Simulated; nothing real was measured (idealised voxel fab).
Presented below is a process module, voxel capacitor over wiring.
The figure presents cross-section cut, which has a width of 255 nm and is divided into square cells with an edge length of 5 nm.
A cross-section in this document is a grid of square cells, and it is written down as bands, the top band listed before the ones below it; a band is made up of one or more rows of cells. What a band's entry tells you: where the top is and where the bottom is, as heights in nm, and after that what lies inside, material by material from left to right, each with its width in nm. Empty space is written as the word "blank", and a single material marked with the word "full width" occupies the band from edge to edge. Counting heights begins at 0, where everything beneath is, in the wafer as received, one material. The lowest band has no bottom; it goes on downwards, as "0 nm and below" shows. Width: "30 to 40" (first number = top row, second number = bottom row, same change from row to row of cells). Any step labelled "no change" changed none of the cells in the cross-section. What "Sealed void inventory" gives you is every empty space of 8 cells or more that is cut off from the top. Each appears as width x height at distance, with the distance taken from the left edge and width, height and distance all in nm. It should be noted that, on the line of a given step, the content following the step's settings is a remark produced by the simulator itself with respect to that step. A step's line can hold "overlay nm"; with a mask on that step, the setting says how far right of the planned place the mask lay, while a negative setting says it lay to the left.

BELOW IS THE LIST OF PLANNED PROCESS STEPS
1 RECEIVE with material Si
2 CONFORMAL_DEP with material SiO2, thk nm 10
3 DIRECTIONAL_DEP with material TiN, thk nm 5
4 DIRECTIONAL_DEP with material W, thk nm 25
5 MASKED_ETCH with tone cover, mask id METAL_1, width nm 25, pitch nm 80, etch materials W, depth nm 25, overlay nm 0
6 MASKED_ETCH with tone cover, mask id METAL_1, width nm 25, pitch nm 80, etch materials TiN, depth nm 5, overlay nm 0
7 CONFORMAL_DEP with material SiCN, thk nm 5
8 FILL_DEP with material lowk, thk nm 10
9 CMP with height nm 40
10 CONFORMAL_DEP with material SiCN, thk nm 5
11 DIRECTIONAL_DEP with material lowk, thk nm 15
12 PATTERN with tone open, mask id PLUG_1, material resist, width nm 15, thk nm 20, overlay nm 0
13 DIRECTIONAL_ETCH with etch materials lowk, depth nm 15
14 DIRECTIONAL_ETCH with etch materials SiCN, depth nm 5
15 STRIP with etch materials resist
16 CONFORMAL_DEP with material TiN, thk nm 5
17 FILL_DEP with material Cu, thk nm 10
18 CMP with height nm 60
19 DIRECTIONAL_DEP with material TiN, thk nm 5
20 DIRECTIONAL_DEP with material HfO2, thk nm 5
21 DIRECTIONAL_DEP with material TiN, thk nm 5
22 MASKED_ETCH with tone cover, mask id UPPER_PLATE, width nm 60, etch materials TiN, depth nm 5, overlay nm 0
23 MASKED_ETCH with tone cover, mask id UPPER_PLATE, width nm 60, etch materials HfO2, depth nm 5, overlay nm 0
24 MASKED_ETCH with tone cover, mask id LOWER_PLATE, width nm 70, etch materials TiN, depth nm 5, overlay nm 0
25 FILL_DEP with material SiO2, thk nm 15
26 CMP with height nm 85
27 MASKED_ETCH with tone open, mask id PLUG_2, width nm 15, etch materials SiO2, depth nm 10, overlay nm 0
28 CONFORMAL_DEP with material TiN, thk nm 5
29 FILL_DEP with material W, thk nm 10
30 CMP with height nm 85
31 CONFORMAL_DEP with material SiCN, thk nm 5

FIRST OF TWO WAFERS, WITH THE RUN CARRIED OUT AS PLANNED

INCOMING WAFER, CROSS-SECTIONAL VIEW, POST STEP 1
> 0 nm and below: Si full width
> Sealed void inventory: none

CROSS-SECTION: WAFER STATE AFTER STEP 2
> 10 nm to 0 nm: SiO2 full width
> Below 0, the layers are the same as they were.

CROSS-SECTION: WAFER STATE AFTER STEP 3
> 15 nm to 10 nm: TiN full width
> Below 10, the layers are the same as they were.

CROSS-SECTION: WAFER STATE AFTER STEP 4
> 40 nm to 15 nm: W full width
> Below 15, the layers are the same as they were.

CROSS-SECTION: WAFER STATE AFTER STEP 5
> 40 nm to 15 nm: 75 of blank, then 25 of W, then 55 of blank, then 25 of W, then 75 of blank
> Below 15, the layers are the same as they were.

CROSS-SECTION: WAFER STATE AFTER STEP 6
> 40 nm to 15 nm: 75 of blank, then 25 of W, then 55 of blank, then 25 of W, then 75 of blank
> 15 nm to 10 nm: 75 of blank, then 25 of TiN, then 55 of blank, then 25 of TiN, then 75 of blank
> Below 10, the layers are the same as they were.

CROSS-SECTION: WAFER STATE AFTER STEP 7
> 45 nm to 40 nm: 70 of blank, then 35 of SiCN, then 45 of blank, then 35 of SiCN, then 70 of blank
> 40 nm to 15 nm: 70 of blank, then 5 of SiCN, then 25 of W, then 5 of SiCN, then 45 of blank, then 5 of SiCN, then 25 of W, then 5 of SiCN, then 70 of blank
> 15 nm to 10 nm: 75 of SiCN, then 25 of TiN, then 55 of SiCN, then 25 of TiN, then 75 of SiCN
> Below 10, the layers are the same as they were.

CROSS-SECTION: WAFER STATE AFTER STEP 8
> 55 nm to 45 nm: lowk full width
> 45 nm to 40 nm: 70 of lowk, then 35 of SiCN, then 45 of lowk, then 35 of SiCN, then 70 of lowk
> 40 nm to 15 nm: 70 of lowk, then 5 of SiCN, then 25 of W, then 5 of SiCN, then 45 of lowk, then 5 of SiCN, then 25 of W, then 5 of SiCN, then 70 of lowk
> Below 15, the layers are the same as they were.

CROSS-SECTION: WAFER STATE AFTER STEP 9
> 40 nm to 15 nm: 70 of lowk, then 5 of SiCN, then 25 of W, then 5 of SiCN, then 45 of lowk, then 5 of SiCN, then 25 of W, then 5 of SiCN, then 70 of lowk
> Below 15, the layers are the same as they were.

CROSS-SECTION: WAFER STATE AFTER STEP 10
> 45 nm to 40 nm: SiCN full width
> Below 40, the layers are the same as they were.

CROSS-SECTION: WAFER STATE AFTER STEP 11
> 60 nm to 45 nm: lowk full width
> Below 45, the layers are the same as they were.

CROSS-SECTION: WAFER STATE AFTER STEP 12
> 80 nm to 60 nm: 85 of resist, then 15 of blank, then 155 of resist
> Below 60, the layers are the same as they were.

CROSS-SECTION: WAFER STATE AFTER STEP 13
> 80 nm to 60 nm: 85 of resist, then 15 of blank, then 155 of resist
> 60 nm to 45 nm: 85 of lowk, then 15 of blank, then 155 of lowk
> Below 45, the layers are the same as they were.

CROSS-SECTION: WAFER STATE AFTER STEP 14
> 80 nm to 60 nm: 85 of resist, then 15 of blank, then 155 of resist
> 60 nm to 45 nm: 85 of lowk, then 15 of blank, then 155 of lowk
> 45 nm to 40 nm: 85 of SiCN, then 15 of blank, then 155 of SiCN
> Below 40, the layers are the same as they were.

CROSS-SECTION: WAFER STATE AFTER STEP 15
> 60 nm to 45 nm: 85 of lowk, then 15 of blank, then 155 of lowk
> Below 45, the layers are the same as they were.

CROSS-SECTION: WAFER STATE AFTER STEP 16
> 65 nm to 60 nm: 90 of TiN, then 5 of blank, then 160 of TiN
> 60 nm to 45 nm: 85 of lowk, then 5 of TiN, then 5 of blank, then 5 of TiN, then 155 of lowk
> 45 nm to 40 nm: 85 of SiCN, then 15 of TiN, then 155 of SiCN
> Below 40, the layers are the same as they were.

CROSS-SECTION: WAFER STATE AFTER STEP 17
> 75 nm to 65 nm: Cu full width
> 65 nm to 60 nm: 90 of TiN, then 5 of Cu, then 160 of TiN
> 60 nm to 45 nm: 85 of lowk, then 5 of TiN, then 5 of Cu, then 5 of TiN, then 155 of lowk
> Below 45, the layers are the same as they were.

CROSS-SECTION: WAFER STATE AFTER STEP 18
> 60 nm to 45 nm: 85 of lowk, then 5 of TiN, then 5 of Cu, then 5 of TiN, then 155 of lowk
> Below 45, the layers are the same as they were.

CROSS-SECTION: WAFER STATE AFTER STEP 19
> 65 nm to 60 nm: TiN full width
> Below 60, the layers are the same as they were.

CROSS-SECTION: WAFER STATE AFTER STEP 20
> 70 nm to 65 nm: HfO2 full width
> Below 65, the layers are the same as they were.

CROSS-SECTION: WAFER STATE AFTER STEP 21
> 75 nm to 70 nm: TiN full width
> Below 70, the layers are the same as they were.

CROSS-SECTION: WAFER STATE AFTER STEP 22
> 75 nm to 70 nm: 85 of blank, then 60 of TiN, then 110 of blank
> Below 70, the layers are the same as they were.

CROSS-SECTION: WAFER STATE AFTER STEP 23
> 75 nm to 70 nm: 85 of blank, then 60 of TiN, then 110 of blank
> 70 nm to 65 nm: 85 of blank, then 60 of HfO2, then 110 of blank
> Below 65, the layers are the same as they were.

CROSS-SECTION: WAFER STATE AFTER STEP 24
> 75 nm to 70 nm: 85 of blank, then 60 of TiN, then 110 of blank
> 70 nm to 65 nm: 85 of blank, then 60 of HfO2, then 110 of blank
> 65 nm to 60 nm: 80 of blank, then 70 of TiN, then 105 of blank
> Below 60, the layers are the same as they were.

CROSS-SECTION: WAFER STATE AFTER STEP 25
> 90 nm to 75 nm: SiO2 full width
> 75 nm to 70 nm: 85 of SiO2, then 60 of TiN, then 110 of SiO2
> 70 nm to 65 nm: 85 of SiO2, then 60 of HfO2, then 110 of SiO2
> 65 nm to 60 nm: 80 of SiO2, then 70 of TiN, then 105 of SiO2
> Below 60, the layers are the same as they were.

CROSS-SECTION: WAFER STATE AFTER STEP 26
> 85 nm to 75 nm: SiO2 full width
> Below 75, the layers are the same as they were.

CROSS-SECTION: WAFER STATE AFTER STEP 27
> 85 nm to 75 nm: 95 of SiO2, then 15 of blank, then 145 of SiO2
> Below 75, the layers are the same as they were.

CROSS-SECTION: WAFER STATE AFTER STEP 28
> 90 nm to 85 nm: 100 of TiN, then 5 of blank, then 150 of TiN
> 85 nm to 80 nm: 95 of SiO2, then 5 of TiN, then 5 of blank, then 5 of TiN, then 145 of SiO2
> 80 nm to 70 nm: 95 to 85 of SiO2, then 15 to 60 of TiN, then 145 to 110 of SiO2
> Below 70, the layers are the same as they were.

CROSS-SECTION: WAFER STATE AFTER STEP 29
> 100 nm to 90 nm: W full width
> 90 nm to 85 nm: 100 of TiN, then 5 of W, then 150 of TiN
> 85 nm to 80 nm: 95 of SiO2, then 5 of TiN, then 5 of W, then 5 of TiN, then 145 of SiO2
> Below 80, the layers are the same as they were.

CROSS-SECTION: WAFER STATE AFTER STEP 30
> 85 nm to 80 nm: 95 of SiO2, then 5 of TiN, then 5 of W, then 5 of TiN, then 145 of SiO2
> Below 80, the layers are the same as they were.

CROSS-SECTION: WAFER STATE AFTER STEP 31
> 90 nm to 85 nm: SiCN full width
> Below 85, the layers are the same as they were.

OKAY, SECOND WAFER. NOTHING DIFFERENT AT THE START, NOTHING DIFFERENT IN THE PLAN, JUST ONE MISTAKE SOMEWHERE IN THE RUNNING. AS FAR AS STEP 17, COUNTING THAT STEP, IT'S THE FIRST WAFER ALL OVER AGAIN

AT THE PLANNED END OF STEP 18, THE SECOND WAFER IN CROSS-SECTION
> 55 nm to 45 nm: 85 of lowk, then 5 of TiN, then 5 of Cu, then 5 of TiN, then 155 of lowk
> Below 45, the layers are the same as they were.

AT THE PLANNED END OF STEP 19, THE SECOND WAFER IN CROSS-SECTION
> 60 nm to 55 nm: TiN full width
> Below 55, the layers are the same as they were.

AT THE PLANNED END OF STEP 20, THE SECOND WAFER IN CROSS-SECTION
> 65 nm to 60 nm: HfO2 full width
> Below 60, the layers are the same as they were.

AT THE PLANNED END OF STEP 21, THE SECOND WAFER IN CROSS-SECTION
> 70 nm to 65 nm: TiN full width
> Below 65, the layers are the same as they were.

AT THE PLANNED END OF STEP 22, THE SECOND WAFER IN CROSS-SECTION
> 70 nm to 65 nm: 85 of blank, then 60 of TiN, then 110 of blank
> Below 65, the layers are the same as they were.

AT THE PLANNED END OF STEP 23, THE SECOND WAFER IN CROSS-SECTION
> 70 nm to 65 nm: 85 of blank, then 60 of TiN, then 110 of blank
> 65 nm to 60 nm: 85 of blank, then 60 of HfO2, then 110 of blank
> Below 60, the layers are the same as they were.

AT THE PLANNED END OF STEP 24, THE SECOND WAFER IN CROSS-SECTION
> 70 nm to 65 nm: 85 of blank, then 60 of TiN, then 110 of blank
> 65 nm to 60 nm: 85 of blank, then 60 of HfO2, then 110 of blank
> 60 nm to 55 nm: 80 of blank, then 70 of TiN, then 105 of blank
> Below 55, the layers are the same as they were.

AT THE PLANNED END OF STEP 25, THE SECOND WAFER IN CROSS-SECTION
> 85 nm to 70 nm: SiO2 full width
> 70 nm to 65 nm: 85 of SiO2, then 60 of TiN, then 110 of SiO2
> 65 nm to 60 nm: 85 of SiO2, then 60 of HfO2, then 110 of SiO2
> 60 nm to 55 nm: 80 of SiO2, then 70 of TiN, then 105 of SiO2
> Below 55, the layers are the same as they were.

At the planned end of step 26, the second wafer in cross-section: no change

AT THE PLANNED END OF STEP 27, THE SECOND WAFER IN CROSS-SECTION
> 85 nm to 75 nm: 95 of SiO2, then 15 of blank, then 145 of SiO2
> Below 75, the layers are the same as they were.

AT THE PLANNED END OF STEP 28, THE SECOND WAFER IN CROSS-SECTION
> 90 nm to 85 nm: 100 of TiN, then 5 of blank, then 150 of TiN
> 85 nm to 80 nm: 95 of SiO2, then 5 of TiN, then 5 of blank, then 5 of TiN, then 145 of SiO2
> 80 nm to 75 nm: 95 of SiO2, then 15 of TiN, then 145 of SiO2
> Below 75, the layers are the same as they were.

AT THE PLANNED END OF STEP 29, THE SECOND WAFER IN CROSS-SECTION
> 100 nm to 90 nm: W full width
> 90 nm to 85 nm: 100 of TiN, then 5 of W, then 150 of TiN
> 85 nm to 80 nm: 95 of SiO2, then 5 of TiN, then 5 of W, then 5 of TiN, then 145 of SiO2
> Below 80, the layers are the same as they were.

AT THE PLANNED END OF STEP 30, THE SECOND WAFER IN CROSS-SECTION
> 85 nm to 80 nm: 95 of SiO2, then 5 of TiN, then 5 of W, then 5 of TiN, then 145 of SiO2
> Below 80, the layers are the same as they were.

AT THE PLANNED END OF STEP 31, THE SECOND WAFER IN CROSS-SECTION
> 90 nm to 85 nm: SiCN full width
> Below 85, the layers are the same as they were.
Misprocessing identified: not per plan at step 18, really ran CMP with height nm 55
Final comparison by cell count, materials where the second wafer has more or fewer than the first: Cu: 1 fewer; SiO2: 51 more; TiN: 2 fewer; lowk: 48 fewer
